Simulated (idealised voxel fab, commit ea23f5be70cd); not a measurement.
process module | voxel transistor to metal
cross-section cut | 210 nm wide | cells 5 nm
A cross-section is a grid of square cells, given in bands from the top down. A band is one or more rows of cells.
Each band's line starts with the height of the band's top and of its bottom, in nm. Then come its materials from left to right, each with its width in nm. One material with "throughout" fills the band from edge to edge. "air" is empty space.
Height 0 is the level under which the wafer as received is all one material. The lowest band goes on downwards, as in "0 down".
A width such as "30 to 40" changes by the same amount from each row of cells to the next, from the band's top row to its bottom row.
"no change" after a step means that no cell of the cross-section changed.
closed voids: empty space of 8 cells or more with no open way to the top, each as width x height at its distance from the left edge, in nm
after a step's settings: what the simulator itself notes on the step
overlay nm, on a step with a mask: how far to the right of its planned place the mask lay; to the left if negative
plan
1 op RECEIVE | material Si
2 op OXIDIZE | depth nm 5
3 op CONFORMAL_DEP | material SiN | thk nm 10
4 op MASKED_ETCH | tone cover | mask id ACTIVE | width nm 110 | etch materials SiN | depth nm 10 | overlay nm 0
5 op MASKED_ETCH | tone cover | mask id ACTIVE | width nm 110 | etch materials SiO2 | depth nm 5 | overlay nm 0
6 op MASKED_ETCH | tone cover | mask id ACTIVE | width nm 110 | etch materials Si | depth nm 20 | overlay nm 0
7 op FILL_DEP | material SiO2 | thk nm 10
8 op CMP | height nm 10
9 op SELECTIVE_ETCH | etch materials SiO2 | depth nm 10
10 op STRIP | etch materials SiN
11 op SELECTIVE_ETCH | etch materials SiO2 | depth nm 5
12 op OXIDIZE | depth nm 5
13 op DIRECTIONAL_DEP | material polySi | thk nm 20
14 op DIRECTIONAL_DEP | material SiCN | thk nm 15
15 op DIRECTIONAL_DEP | material aC | thk nm 10
16 op PATTERN | tone cover | mask id GATE | material resist | width nm 30 | thk nm 25 | overlay nm 0
17 op DIRECTIONAL_ETCH | etch materials aC | depth nm 10
18 op STRIP | etch materials resist
19 op DIRECTIONAL_ETCH | etch materials SiCN | depth nm 25
20 op DIRECTIONAL_ETCH | etch materials polySi | depth nm 30
21 op STRIP | etch materials aC
22 op CONFORMAL_DEP | material SiN | thk nm 10
23 op DIRECTIONAL_ETCH | etch materials SiN | depth nm 10
24 op DIRECTIONAL_ETCH | etch materials SiO2 | depth nm 5
25 op DIRECTIONAL_ETCH | etch materials Si | depth nm 15
26 op EPI | material nSi | thk nm 20
27 op FILL_DEP | material SiO2 | thk nm 10
28 op CMP | height nm 15
29 op STRIP | etch materials polySi
30 op SELECTIVE_ETCH | etch materials SiO2 | depth nm 5
31 op CONFORMAL_DEP | material HfO2 | thk nm 5
32 op CONFORMAL_DEP | material TiN | thk nm 5
33 op FILL_DEP | material W | thk nm 10
34 op CMP | height nm 10
35 op DIRECTIONAL_DEP | material SiO2 | thk nm 10
36 op DIRECTIONAL_DEP | material aC | thk nm 15
37 op PATTERN | tone open | mask id CONTACT | material resist | width nm 15 | pitch nm 75 | thk nm 35 | overlay nm 0
38 op DIRECTIONAL_ETCH | etch materials aC | depth nm 15
39 op STRIP | etch materials resist
40 op DIRECTIONAL_ETCH | etch materials SiO2 | depth nm 10
41 op STRIP | etch materials aC
42 op CONFORMAL_DEP | material TiN | thk nm 5
43 op FILL_DEP | material Ru | thk nm 10
44 op CMP | height nm 20
45 op CONFORMAL_DEP | material SiCN | thk nm 5
46 op DIRECTIONAL_DEP | material SiO2 | thk nm 15
47 op PATTERN | tone open | mask id METAL_1 | material resist | width nm 15 | pitch nm 75 | thk nm 20 | overlay nm 0
48 op DIRECTIONAL_ETCH | etch materials SiO2 | depth nm 15
49 op DIRECTIONAL_ETCH | etch materials SiCN | depth nm 5
50 op STRIP | etch materials resist
51 op CONFORMAL_DEP | material TiN | thk nm 5
52 op FILL_DEP | material Ru | thk nm 10
53 op CMP | height nm 40
54 op CONFORMAL_DEP | material SiN | thk nm 5
as received, after step 1
  0 down: Si throughout
  closed voids: none
first wafer at the end, as planned
  45 to 40: SiN throughout
  40 to 25: SiO2 60 | TiN 5 | Ru 5 | TiN 5 | SiO2 60 | TiN 5 | Ru 5 | TiN 5 | SiO2 60
  25 to 20: SiCN 60 | TiN 15 | SiCN 60 | TiN 15 | SiCN 60
  20 to 15: SiO2 60 | TiN 5 | Ru 5 | TiN 5 | SiO2 60 | TiN 5 | Ru 5 | TiN 5 | SiO2 60
  15 to 10: SiO2 60 | TiN 15 | SiO2 60 | TiN 15 | SiO2 60
  10 to 0: SiO2 60 | nSi 20 | SiN 10 | HfO2 5 | TiN 5 | W 10 | TiN 5 | HfO2 5 | SiN 10 | nSi 20 | SiO2 60
  0 to -5: SiO2 60 | nSi 20 | SiN 10 | HfO2 5 | TiN 20 | HfO2 5 | SiN 10 | nSi 20 | SiO2 60
  -5 to -10: SiO2 45 | nSi 35 | SiO2 5 | HfO2 40 | SiO2 5 | nSi 35 | SiO2 45
  -10 to -25: SiO2 50 | nSi 30 | Si 50 | nSi 30 | SiO2 50
  -25 down: Si throughout
  closed voids: none
second wafer at the end: like start, like plan, one mistake
  45 to 40: SiN throughout
  40 to 25: SiO2 60 | TiN 5 | Ru 5 | TiN 5 | SiO2 60 | TiN 5 | Ru 5 | TiN 5 | SiO2 60
  25 to 20: SiCN 60 | TiN 15 | SiCN 60 | TiN 15 | SiCN 60
  20 to 15: SiO2 60 | TiN 5 | Ru 5 | TiN 5 | SiO2 60 | TiN 5 | Ru 5 | TiN 5 | SiO2 60
  15 to 10: SiO2 60 | TiN 15 | SiO2 60 | TiN 15 | SiO2 60
  10 to -5: SiO2 60 | nSi 20 | SiN 10 | TiN 5 | W 20 | TiN 5 | SiN 10 | nSi 20 | SiO2 60
  -5 to -10: SiO2 45 | nSi 35 | SiO2 5 | TiN 40 | SiO2 5 | nSi 35 | SiO2 45
  -10 to -25: SiO2 50 | nSi 30 | Si 50 | nSi 30 | SiO2 50
  -25 down: Si throughout
  closed voids: none
what went wrong: step 31 was left out
at the end the second wafer has, in cells: 14 fewer of HfO2 | 6 more of TiN | 8 more of W
